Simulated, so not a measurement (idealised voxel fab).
process module | voxel wiring stack
cross-section cut | 195 nm wide | cells 5 nm
A cross-section is a grid of square cells, given in bands from the top down. A band is one or more rows of cells.
Each band's line starts with the height of the band's top and of its bottom, in nm. Then come its materials from left to right, each with its width in nm. One material with "throughout" fills the band from edge to edge. "air" is empty space.
Height 0 is the level under which the wafer as received is all one material. The lowest band goes on downwards, as in "0 down".
A width such as "30 to 40" changes by the same amount from each row of cells to the next, from the band's top row to its bottom row.
"no change" after a step means that no cell of the cross-section changed.
closed voids: empty space of 8 cells or more with no open way to the top, each as width x height at its distance from the left edge, in nm
after a step's settings: what the simulator itself notes on the step
overlay nm, on a step with a mask: how far to the right of its planned place the mask lay; to the left if negative
plan
1 op RECEIVE | material Si
2 op CONFORMAL_DEP | material SiO2 | thk nm 10
3 op DIRECTIONAL_DEP | material TiN | thk nm 5
4 op DIRECTIONAL_DEP | material W | thk nm 20
5 op MASKED_ETCH | tone cover | mask id METAL_1 | width nm 25 | pitch nm 40 | etch materials W | depth nm 20 | overlay nm 0
6 op MASKED_ETCH | tone cover | mask id METAL_1 | width nm 25 | pitch nm 40 | etch materials TiN | depth nm 5 | overlay nm 0
7 op CONFORMAL_DEP | material SiN | thk nm 5
8 op FILL_DEP | material lowk | thk nm 5
9 op CMP | height nm 35
10 op CONFORMAL_DEP | material SiCN | thk nm 5
11 op DIRECTIONAL_DEP | material lowk | thk nm 15
12 op MASKED_ETCH | tone open | mask id PLUG_1 | width nm 15 | pitch nm 40 | etch materials lowk | depth nm 15 | overlay nm 0
13 op MASKED_ETCH | tone open | mask id PLUG_1 | width nm 15 | pitch nm 40 | etch materials SiCN | depth nm 5 | overlay nm 0
14 op EPI | material Ru | thk nm 10
15 op EPI | material Ru | thk nm 10
16 op CONFORMAL_DEP | material SiCN | thk nm 5
17 op DIRECTIONAL_DEP | material SiO2 | thk nm 20
18 op PATTERN | tone open | mask id METAL_2 | material resist | width nm 25 | pitch nm 40 | thk nm 20 | overlay nm 0
19 op DIRECTIONAL_ETCH | etch materials SiO2 | depth nm 20
20 op DIRECTIONAL_ETCH | etch materials SiCN | depth nm 5
21 op STRIP | etch materials resist
22 op CONFORMAL_DEP | material TiN | thk nm 5
23 op FILL_DEP | material Ru | thk nm 5
24 op CMP | height nm 80
25 op CONFORMAL_DEP | material SiCN | thk nm 5
as received, after step 1
  0 down: Si throughout
  closed voids: none
first wafer at the end, as planned
  85 to 80: SiCN throughout
  80 to 60: SiO2 25 | TiN 5 | Ru 15 | TiN 5 | SiO2 15 | TiN 5 | Ru 15 | TiN 5 | SiO2 15 | TiN 5 | Ru 15 | TiN 5 | SiO2 15 | TiN 5 | Ru 15 | TiN 5 | SiO2 25
  60 to 55: SiCN 25 | TiN 25 | SiCN 15 | TiN 25 | SiCN 15 | TiN 25 | SiCN 15 | TiN 25 | SiCN 25
  55 to 40: lowk 25 | Ru 15 | lowk 25 | Ru 15 | lowk 25 | Ru 15 | lowk 25 | Ru 15 | lowk 35
  40 to 35: SiCN 25 | Ru 15 | SiCN 25 | Ru 15 | SiCN 25 | Ru 15 | SiCN 25 | Ru 15 | SiCN 35
  35 to 15: lowk 20 | SiN 5 | W 25 | SiN 5 | lowk 5 | SiN 5 | W 25 | SiN 5 | lowk 5 | SiN 5 | W 25 | SiN 5 | lowk 5 | SiN 5 | W 25 | SiN 5 | lowk 20
  15 to 10: SiN 25 | TiN 25 | SiN 15 | TiN 25 | SiN 15 | TiN 25 | SiN 15 | TiN 25 | SiN 25
  10 to 0: SiO2 throughout
  0 down: Si throughout
  closed voids: none
second wafer at the end: like start, like plan, one mistake
  85 to 80: SiCN throughout
  80 to 70: SiO2 25 | TiN 5 | Ru 15 | TiN 5 | SiO2 15 | TiN 5 | Ru 15 | TiN 5 | SiO2 15 | TiN 5 | Ru 15 | TiN 5 | SiO2 15 | TiN 5 | Ru 15 | TiN 5 | SiO2 25
  70 to 65: SiO2 10 | SiCN 15 | TiN 25 | SiCN 15 | TiN 25 | SiCN 15 | TiN 25 | SiCN 15 | TiN 25 | SiCN 5 | SiO2 20
  65 to 60: SiO2 10 | SiCN 5 | Ru 35 | SiCN 5 | Ru 35 | SiCN 5 | Ru 35 | SiCN 5 | Ru 35 | SiCN 5 | SiO2 20
  60 to 55: SiCN 15 | Ru 35 | SiCN 5 | Ru 35 | SiCN 5 | Ru 35 | SiCN 5 | Ru 35 | SiCN 25
  55 to 40: lowk 25 | Ru 15 | lowk 25 | Ru 15 | lowk 25 | Ru 15 | lowk 25 | Ru 15 | lowk 35
  40 to 35: SiCN 25 | Ru 15 | SiCN 25 | Ru 15 | SiCN 25 | Ru 15 | SiCN 25 | Ru 15 | SiCN 35
  35 to 15: lowk 20 | SiN 5 | W 25 | SiN 5 | lowk 5 | SiN 5 | W 25 | SiN 5 | lowk 5 | SiN 5 | W 25 | SiN 5 | lowk 5 | SiN 5 | W 25 | SiN 5 | lowk 20
  15 to 10: SiN 25 | TiN 25 | SiN 15 | TiN 25 | SiN 15 | TiN 25 | SiN 15 | TiN 25 | SiN 25
  10 to 0: SiO2 throughout
  0 down: Si throughout
  closed voids: none
what went wrong: one of the steps 14 and 15, which are alike, was run twice
at the end the second wafer has, in cells: 32 more of Ru | 10 more of SiCN | 26 fewer of SiO2 | 16 fewer of TiN
